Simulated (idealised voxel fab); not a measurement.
This section sets out a process module, namely voxel gate over fins.
We display cut, a cross-section 295 nm in width whose square cells are each 5 nm.
Format of a cross-section: grid, square cells. Given as bands. Order: top down. Band: one or more rows of cells. Quick guide to a band line: top height, bottom height (nm) up front; then every material left to right with its width in nm. Only one material and it's marked "throughout"? Then it fills the band edge to edge. And "air" just means empty space. Heads up on the height convention: 0 is the point under which the incoming wafer is all one material, and the lowest band has no bottom, it just keeps going down, like "0 -> down". So if you see something like "30 to 40" for the width, read it as the top row of the band sitting at the first number and the bottom row at the second, with every row in between moving by the same amount as the last. Any step labelled "all unchanged" changed none of the cells in the cross-section. You'll see "Closed void list" listing empty spaces that have no way open to the top, as long as they're 8 cells or more; the notation is width x height at distance, where the distance is from the left edge, and all of it is in nm. Whatever follows a step's settings on its line is a remark the simulator itself makes about that step. overlay nm: how far to the right of its planned place the mask lay on this masked step (negative: to the left).
Steps planned for the process:
| 1 | op RECEIVE | material Si |
| 2 | op CONFORMAL_DEP | material SiN | thk nm 10 |
| 3 | op PATTERN | tone cover | mask id FINS | material resist | width nm 15 | pitch nm 45 | thk nm 15 | overlay nm 0 |
| 4 | op DIRECTIONAL_ETCH | etch materials SiN | depth nm 10 |
| 5 | op DIRECTIONAL_ETCH | etch materials Si | depth nm 40 |
| 6 | op STRIP | etch materials resist |
| 7 | op OXIDIZE | depth nm 5 |
| 8 | op FILL_DEP | material SiO2 | thk nm 15 |
| 9 | op CMP | height nm 10 |
| 10 | op SELECTIVE_ETCH | etch materials SiO2 | depth nm 25 |
| 11 | op STRIP | etch materials SiN |
| 12 | op CONFORMAL_DEP | material HfO2 | thk nm 5 |
| 13 | op CONFORMAL_DEP | material TiN | thk nm 5 |
| 14 | op CONFORMAL_DEP | material TiAl | thk nm 5 |
| 15 | op CONFORMAL_DEP | material TiN | thk nm 5 |
| 16 | op FILL_DEP | material W | thk nm 15 |
| 17 | op CMP | height nm 30 |
| 18 | op CONFORMAL_DEP | material SiCN | thk nm 5 |
As received (post step 1): cross-section:
  0 -> down = Si throughout
  Closed void list: none
Run as planned - first of the two wafers cross-sectioned at the end of the module:
  35 -> 30 = SiCN throughout
  30 -> 20 = W throughout
  20 -> 15 = W (55) / TiN (180) / W (60)
  15 -> 10 = W (55) / TiN (5) / TiAl (35) / TiN (10) / TiAl (35) / TiN (10) / TiAl (35) / TiN (10) / TiAl (35) / TiN (5) / W (60)
  10 -> 5 = W (55) / TiN (5) / TiAl (5) / TiN (25) / TiAl (5) / TiN (10) / TiAl (5) / TiN (25) / TiAl (5) / TiN (10) / TiAl (5) / TiN (25) / TiAl (5) / TiN (10) / TiAl (5) / TiN (25) / TiAl (5) / TiN (5) / W (60)
  5 -> 0 = TiN (60) / TiAl (5) / TiN (5) / HfO2 (15) / TiN (5) / TiAl (5) / TiN (10) / TiAl (5) / TiN (5) / HfO2 (15) / TiN (5) / TiAl (5) / TiN (10) / TiAl (5) / TiN (5) / HfO2 (15) / TiN (5) / TiAl (5) / TiN (10) / TiAl (5) / TiN (5) / HfO2 (15) / TiN (5) / TiAl (5) / TiN (65)
  0 -> -5 = TiAl (65) / TiN (5) / HfO2 (5) / Si (5) / HfO2 (5) / TiN (5) / TiAl (20) / TiN (5) / HfO2 (5) / Si (5) / HfO2 (5) / TiN (5) / TiAl (20) / TiN (5) / HfO2 (5) / Si (5) / HfO2 (5) / TiN (5) / TiAl (20) / TiN (5) / HfO2 (5) / Si (5) / HfO2 (5) / TiN (5) / TiAl (70)
  -5 -> -10 = TiN (70) / HfO2 (5) / Si (5) / HfO2 (5) / TiN (30) / HfO2 (5) / Si (5) / HfO2 (5) / TiN (30) / HfO2 (5) / Si (5) / HfO2 (5) / TiN (30) / HfO2 (5) / Si (5) / HfO2 (5) / TiN (75)
  -10 -> -15 = HfO2 (75) / Si (5) / HfO2 (40) / Si (5) / HfO2 (40) / Si (5) / HfO2 (40) / Si (5) / HfO2 (80)
  -15 -> -45 = SiO2 (75) / Si (5) / SiO2 (40) / Si (5) / SiO2 (40) / Si (5) / SiO2 (40) / Si (5) / SiO2 (80)
  -45 -> down = Si throughout
  Closed void list: none
Same start, same plan as the first wafer - but one mistake in the run. Cross-section of the second of the two at the end of the module:
  35 -> 30 = SiCN throughout
  30 -> 15 = W throughout
  15 -> 10 = W (60) / TiN (35) / W (10) / TiN (35) / W (10) / TiN (35) / W (10) / TiN (35) / W (65)
  10 -> 5 = W (60) / TiN (5) / TiAl (25) / TiN (5) / W (10) / TiN (5) / TiAl (25) / TiN (5) / W (10) / TiN (5) / TiAl (25) / TiN (5) / W (10) / TiN (5) / TiAl (25) / TiN (5) / W (65)
  5 -> 0 = W (60) / TiN (5) / TiAl (5) / HfO2 (15) / TiAl (5) / TiN (5) / W (10) / TiN (5) / TiAl (5) / HfO2 (15) / TiAl (5) / TiN (5) / W (10) / TiN (5) / TiAl (5) / HfO2 (15) / TiAl (5) / TiN (5) / W (10) / TiN (5) / TiAl (5) / HfO2 (15) / TiAl (5) / TiN (5) / W (65)
  0 -> -5 = TiN (65) / TiAl (5) / HfO2 (5) / Si (5) / HfO2 (5) / TiAl (5) / TiN (20) / TiAl (5) / HfO2 (5) / Si (5) / HfO2 (5) / TiAl (5) / TiN (20) / TiAl (5) / HfO2 (5) / Si (5) / HfO2 (5) / TiAl (5) / TiN (20) / TiAl (5) / HfO2 (5) / Si (5) / HfO2 (5) / TiAl (5) / TiN (70)
  -5 -> -10 = TiAl (70) / HfO2 (5) / Si (5) / HfO2 (5) / TiAl (30) / HfO2 (5) / Si (5) / HfO2 (5) / TiAl (30) / HfO2 (5) / Si (5) / HfO2 (5) / TiAl (30) / HfO2 (5) / Si (5) / HfO2 (5) / TiAl (75)
  -10 -> -15 = HfO2 (75) / Si (5) / HfO2 (40) / Si (5) / HfO2 (40) / Si (5) / HfO2 (40) / Si (5) / HfO2 (80)
  -15 -> -45 = SiO2 (75) / Si (5) / SiO2 (40) / Si (5) / SiO2 (40) / Si (5) / SiO2 (40) / Si (5) / SiO2 (80)
  -45 -> down = Si throughout
  Closed void list: none
what went wrong: skipped: plan step 13 (never run)
Once processing is complete, comparing cell counts shows that the second wafer has more or fewer of certain materials than the first: -83 TiN; +83 W
